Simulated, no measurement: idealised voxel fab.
The document below concerns the process module designated voxel fin reveal.
Cross-section cut spans 220 nm and uses square cells 5 nm in size.
Just so we're on the same page, the cross-sections are grids of square cells, and they're listed out in bands top to bottom, each band one or more rows deep.
What a band's entry tells you: where the top is and where the bottom is, as heights in nm, and after that what lies inside, material by material from left to right, each with its width in nm. Empty space is written as the word "empty", and a single material marked with the word "all across" occupies the band from edge to edge.
Height reference: 0 = level under which incoming wafer is all one material. Lowest band: no bottom, runs on downward, e.g. "from 0 down".
A two-number width, for instance "30->40", indicates that the width is equal to the first number in the top row of the band and to the second number in the bottom row, and that it changes by a constant amount per row of cells.
"nothing was modified" for a step: no cell of the cross-section changed in that step.
Empty spaces without an open route to the top, at least 8 cells in extent, make up the entry "Voids, sealed"; each is given as width x height at distance, where the distance is measured from the left edge, and all are in nm.
Note: text after step settings on the step line = simulator remark on that step.
overlay nm: how far to the right of its planned place the mask lay on this masked step (negative: to the left).
The planned process steps are enumerated hereunder:
1 op RECEIVE | material Si
2 op CONFORMAL_DEP | material SiN | thk nm 10
3 op PATTERN | tone cover | mask id FINS | material resist | width nm 15 | pitch nm 35 | thk nm 20 | overlay nm 0
4 op DIRECTIONAL_ETCH | etch materials SiN | depth nm 10
5 op DIRECTIONAL_ETCH | etch materials Si | depth nm 30
6 op STRIP | etch materials resist
7 op FILL_DEP | material SiO2 | thk nm 15
8 op CMP | height nm 10
9 op SELECTIVE_ETCH | etch materials SiO2 | depth nm 25
10 op STRIP | etch materials SiN
Here's what the wafer looked like in cross-section when it arrived - that's after step 1:
from 0 down = Si all across
Voids, sealed: none
The first of the two wafers as seen in cross-section once the module was finished; processing followed the plan:
from 0 to -15 = 85 empty / 15 Si / 20 empty / 15 Si / 85 empty
from -15 to -30 = 85 SiO2 / 15 Si / 20 SiO2 / 15 Si / 85 SiO2
from -30 down = Si all across
Voids, sealed: none
Presented here is a cross-section of the second of the two wafers as it stood at the end of the module. It was started in the same manner and assigned the same plan as the first wafer; however, one mistake was made in its execution:
from 0 to -15 = 85 empty / 15 Si / 20 empty / 15 Si / 85 empty
from -15 to -35 = 85 SiO2 / 15 Si / 20 SiO2 / 15 Si / 85 SiO2
from -35 down = Si all across
Voids, sealed: none
Nonconformance to the process plan: not per plan at step 5, really ran op DIRECTIONAL_ETCH | etch materials Si | depth nm 35
Wafer comparison, final, in cells, second relative to first, materials more or fewer: 38 fewer of Si, 38 more of SiO2
